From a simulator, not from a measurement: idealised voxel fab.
Name of the process module below: voxel ribs on slabs
This is section cut - it's 140 nm across, gridded in 5 nm square cells.
In what follows, cross-sections appear as grids of square cells, described through bands that run from the top down, where every band is one or more rows of cells.
Heads up on the band format: heights come first, top then bottom, in nm. After that it's the materials left to right, each with its width in nm. A single material flagged "edge to edge" fills the whole band edge to edge, and "empty" means there's empty space there.
Heights are expressed relative to 0, this being the level below which the as-received wafer comprises one material exclusively. The lowest band is unbounded in the downward direction and is denoted as in "0 and below".
When a width is written as two numbers, as in "30->40", the first number is the width in the top row of cells of the band and the second is the width in its bottom row, and the width changes by the same amount from each row to the next.
"no alteration" for a step: no cell of the cross-section changed in that step.
Voids not open to the top, 8 cells minimum: see "Voids, fully enclosed". Written width x height at distance; distance is from the left edge; nm.
Step line, after settings: the simulator's comment on this step.
overlay nm: right-of-plan distance of the mask on a masked step; negative values mean left-of-plan.
## Process steps - plan
1) RECEIVE [material Si]
2) DIRECTIONAL_DEP [material SiO2] [thk nm 20]
3) DIRECTIONAL_DEP [material polySi] [thk nm 20]
4) DIRECTIONAL_DEP [material aC] [thk nm 10]
5) PATTERN [tone cover] [mask id RIB] [material resist] [width nm 20] [thk nm 30] [overlay nm 0]
6) DIRECTIONAL_ETCH [etch materials aC] [depth nm 10]
7) STRIP [etch materials resist]
8) DIRECTIONAL_ETCH [etch materials polySi] [depth nm 15]
9) STRIP [etch materials aC]
10) MASKED_ETCH [tone cover] [mask id SLAB] [width nm 50] [etch materials polySi] [depth nm 5] [overlay nm 0]
11) FILL_DEP [material SiO2] [thk nm 20]
12) CMP [height nm 55]
13) DIRECTIONAL_DEP [material W] [thk nm 10]
14) MASKED_ETCH [tone cover] [mask id HEATER] [width nm 30] [etch materials W] [depth nm 10] [overlay nm 0]
15) CONFORMAL_DEP [material SiN] [thk nm 5]
## Cross-section of the wafer at receipt, which is the condition after step 1
	0 and below | Si edge to edge
	Voids, fully enclosed: none
## Cross-sectional image of the first of two wafers at the end of the module, the run having proceeded as planned
	70 down to 65 | empty (50); SiN (40); empty (50)
	65 down to 60 | empty (50); SiN (5); W (30); SiN (5); empty (50)
	60 down to 55 | SiN (55); W (30); SiN (55)
	55 down to 40 | SiO2 edge to edge
	40 down to 25 | SiO2 (60); polySi (20); SiO2 (60)
	25 down to 20 | SiO2 (45); polySi (50); SiO2 (45)
	20 down to 0 | SiO2 edge to edge
	0 and below | Si edge to edge
	Voids, fully enclosed: none
## Wafer two, end of module, cross-section. Same start, same plan as wafer one. One mistake in the run
	70 down to 65 | empty (50); SiN (40); empty (50)
	65 down to 60 | empty (50); SiN (5); W (30); SiN (5); empty (50)
	60 down to 55 | SiN (55); W (30); SiN (55)
	55 down to 40 | SiO2 edge to edge
	40 down to 25 | SiO2 (60); polySi (20); SiO2 (60)
	25 down to 20 | SiO2 (45); polySi (50); SiO2 (45)
	20 down to 0 | SiN edge to edge
	0 and below | Si edge to edge
	Voids, fully enclosed: none
Plan not followed: step 2 was processed under conditions differing from the plan, specifically as DIRECTIONAL_DEP [material SiN] [thk nm 20]
In the final state, the cell counts of the second wafer exceed or fall short of those of the first for the following materials: SiN: 112 more; SiO2: 112 fewer
